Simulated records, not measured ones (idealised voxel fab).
Herein follows the process module entitled voxel ribs on slabs.
Xsec cut, 255 nm wide, square cell size 5 nm.
If you're reading a cross-section in this doc, picture square cells in a grid; it comes to you as bands, top ones listed first down to the bottom, and a band can be one or more rows of cells. Per band: top height and bottom height in nm, followed by the left-to-right materials and their widths in nm; "everywhere" marks a single material spanning edge to edge, "empty" marks empty space. Basically, 0 is our baseline, since under it the wafer straight out of the box is all one material. The bottom band has no lower end and keeps on going down, so it looks like "z 0 and below". Read "30..40" as a graded width: first number on top, second number at the bottom, same change between each pair of neighbouring rows. "all unchanged" for a step: no cell of the cross-section changed in that step. Entry "Internal closed voids" = empty spaces >= 8 cells with no open way to the top; each as width x height at distance, distance from left edge, all nm. Read whatever lies past the settings on a step's line as the simulator's own remark about the step. The line of a step may include "overlay nm". On a step with a mask, this value is how far to the right of its planned place the mask lay. A negative value means the mask lay to the left.

# So here's the lineup of process steps we planned
| 1 | RECEIVE,material Si |
| 2 | DIRECTIONAL_DEP,material SiO2,thk nm 20 |
| 3 | DIRECTIONAL_DEP,material polySi,thk nm 15 |
| 4 | MASKED_ETCH,tone cover,mask id RIB,width nm 20,etch materials polySi,depth nm 5,overlay nm 0 |
| 5 | DIRECTIONAL_DEP,material aC,thk nm 15 |
| 6 | PATTERN,tone cover,mask id SLAB,material resist,width nm 70,thk nm 30,overlay nm 0 |
| 7 | DIRECTIONAL_ETCH,etch materials aC,depth nm 15 |
| 8 | STRIP,etch materials resist |
| 9 | DIRECTIONAL_ETCH,etch materials polySi,depth nm 10 |
| 10 | STRIP,etch materials aC |
| 11 | FILL_DEP,material SiO2,thk nm 20 |
| 12 | CMP,height nm 45 |
| 13 | DIRECTIONAL_DEP,material W,thk nm 5 |
| 14 | MASKED_ETCH,tone cover,mask id HEATER,width nm 30,etch materials W,depth nm 5,overlay nm 0 |
| 15 | CONFORMAL_DEP,material SiN,thk nm 5 |

# Cross-section of the wafer upon arrival, representing the state reached after step 1
- z 0 and below | Si everywhere
- Internal closed voids: none

# The following cross-section depicts the wafer upon conclusion of the module. Processing commenced from the starting condition illustrated above and adhered to the plan illustrated above, save for one mistake in execution
- z 55 to 50 | empty 105  SiN 40  empty 110
- z 50 to 45 | SiN 110  W 30  SiN 115
- z 45 to 35 | SiO2 everywhere
- z 35 to 30 | SiO2 120  polySi 15  SiO2 120
- z 30 to 20 | SiO2 90  polySi 70  SiO2 95
- z 20 to 0 | SiO2 everywhere
- z 0 and below | Si everywhere
- Internal closed voids: none
Against the plan, the run slipped here: in deviation from the planned setting, step 4 was conducted as MASKED_ETCH,tone cover,mask id RIB,width nm 15,etch materials polySi,depth nm 5,overlay nm 0
